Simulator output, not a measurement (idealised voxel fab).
Module name: voxel capacitor over wiring (process module)
Displayed cross-section: cut, width of 270 nm, square cells sized 5 nm.
Format of a cross-section: grid, square cells. Given as bands. Order: top down. Band: one or more rows of cells.
Top, bottom (nm), then materials left to right with widths (nm); lone material tagged "throughout" fills the whole band edge to edge; "air" = empty space.
Zero point of the height axis is 0; under it, received wafer = one material. Lowest band: continues down indefinitely, "z 0 and below".
Width: "30 to 40" (first number = top row, second number = bottom row, same change from row to row of cells).
"nothing different" for a step: no cell of the cross-section changed in that step.
Unvented internal voids: empty space of 8 cells or more with no open way to the top, each as width x height at its distance from the left edge, in nm
Note: text after step settings on the step line = simulator remark on that step.
A step line may carry the setting "overlay nm", which, for steps involving a mask, states the distance by which the mask lay to the right of its intended position; negative values denote displacement to the left.
[Planned process steps]
1 RECEIVE: material Si
2 CONFORMAL_DEP: material SiO2, thk nm 15
3 CONFORMAL_DEP: material SiN, thk nm 5
4 DIRECTIONAL_DEP: material lowk, thk nm 15
5 PATTERN: tone open, mask id METAL_1, material resist, width nm 25, pitch nm 85, thk nm 15, overlay nm 0
6 DIRECTIONAL_ETCH: etch materials lowk, depth nm 15
7 DIRECTIONAL_ETCH: etch materials SiN, depth nm 5
8 STRIP: etch materials resist
9 CONFORMAL_DEP: material TiN, thk nm 5
10 FILL_DEP: material Cu, thk nm 10
11 CMP: height nm 35
12 CONFORMAL_DEP: material SiCN, thk nm 5
13 DIRECTIONAL_DEP: material lowk, thk nm 20
14 PATTERN: tone open, mask id PLUG_1, material resist, width nm 15, thk nm 15, overlay nm 0
15 DIRECTIONAL_ETCH: etch materials lowk, depth nm 20
16 DIRECTIONAL_ETCH: etch materials SiCN, depth nm 5
17 STRIP: etch materials resist
18 EPI: material Ru, thk nm 10
19 EPI: material Ru, thk nm 10
20 EPI: material Ru, thk nm 5
21 DIRECTIONAL_DEP: material TiN, thk nm 5
22 DIRECTIONAL_DEP: material HfO2, thk nm 5
23 DIRECTIONAL_DEP: material TiN, thk nm 10
24 DIRECTIONAL_DEP: material aC, thk nm 10
25 PATTERN: tone cover, mask id UPPER_PLATE, material resist, width nm 65, thk nm 30, overlay nm 0
26 DIRECTIONAL_ETCH: etch materials aC, depth nm 10
27 STRIP: etch materials resist
28 DIRECTIONAL_ETCH: etch materials TiN, depth nm 10
29 DIRECTIONAL_ETCH: etch materials HfO2, depth nm 5
30 STRIP: etch materials aC
31 DIRECTIONAL_DEP: material aC, thk nm 15
32 PATTERN: tone cover, mask id LOWER_PLATE, material resist, width nm 75, thk nm 35, overlay nm 0
33 DIRECTIONAL_ETCH: etch materials aC, depth nm 15
34 STRIP: etch materials resist
35 DIRECTIONAL_ETCH: etch materials TiN, depth nm 5
36 STRIP: etch materials aC
37 FILL_DEP: material SiO2, thk nm 20
38 CMP: height nm 95
39 DIRECTIONAL_DEP: material aC, thk nm 10
40 PATTERN: tone open, mask id PLUG_2, material resist, width nm 15, thk nm 25, overlay nm -15
41 DIRECTIONAL_ETCH: etch materials aC, depth nm 10
42 STRIP: etch materials resist
43 DIRECTIONAL_ETCH: etch materials SiO2, depth nm 15
44 STRIP: etch materials aC
45 CONFORMAL_DEP: material TiN, thk nm 5
46 FILL_DEP: material Cu, thk nm 5
47 CMP: height nm 95
48 CONFORMAL_DEP: material SiCN, thk nm 5
Heads up: all these wafers start the same, and what changes between them is the overlay nm in step 40. The value you see in the plan is just what the first wafer got.
[As-received state after step 1, first of several wafers, cross-section]
    z 0 and below: Si throughout
    Unvented internal voids: none
[Rows = wafers. At module end, each row lists per material the cells gained (+) or lost (-) since the wafer was received, then the closed voids]
overlay nm -15 | +20 Cu | +13 HfO2 | +15 Ru | +105 SiCN | +44 SiN | +477 SiO2 | +70 TiN | +336 lowk | Unvented internal voids: none
overlay nm -10 | +20 Cu | +13 HfO2 | +15 Ru | +105 SiCN | +44 SiN | +477 SiO2 | +70 TiN | +336 lowk | Unvented internal voids: none
overlay nm -5 | +20 Cu | +13 HfO2 | +15 Ru | +105 SiCN | +44 SiN | +477 SiO2 | +70 TiN | +336 lowk | Unvented internal voids: none
overlay nm 0 | +20 Cu | +13 HfO2 | +15 Ru | +105 SiCN | +44 SiN | +477 SiO2 | +70 TiN | +336 lowk | Unvented internal voids: none
overlay nm 5 | +20 Cu | +13 HfO2 | +15 Ru | +105 SiCN | +44 SiN | +477 SiO2 | +70 TiN | +336 lowk | Unvented internal voids: none
overlay nm 10 | +20 Cu | +13 HfO2 | +15 Ru | +105 SiCN | +44 SiN | +477 SiO2 | +70 TiN | +336 lowk | Unvented internal voids: none
overlay nm 15 | +20 Cu | +13 HfO2 | +15 Ru | +105 SiCN | +44 SiN | +477 SiO2 | +70 TiN | +336 lowk | Unvented internal voids: none
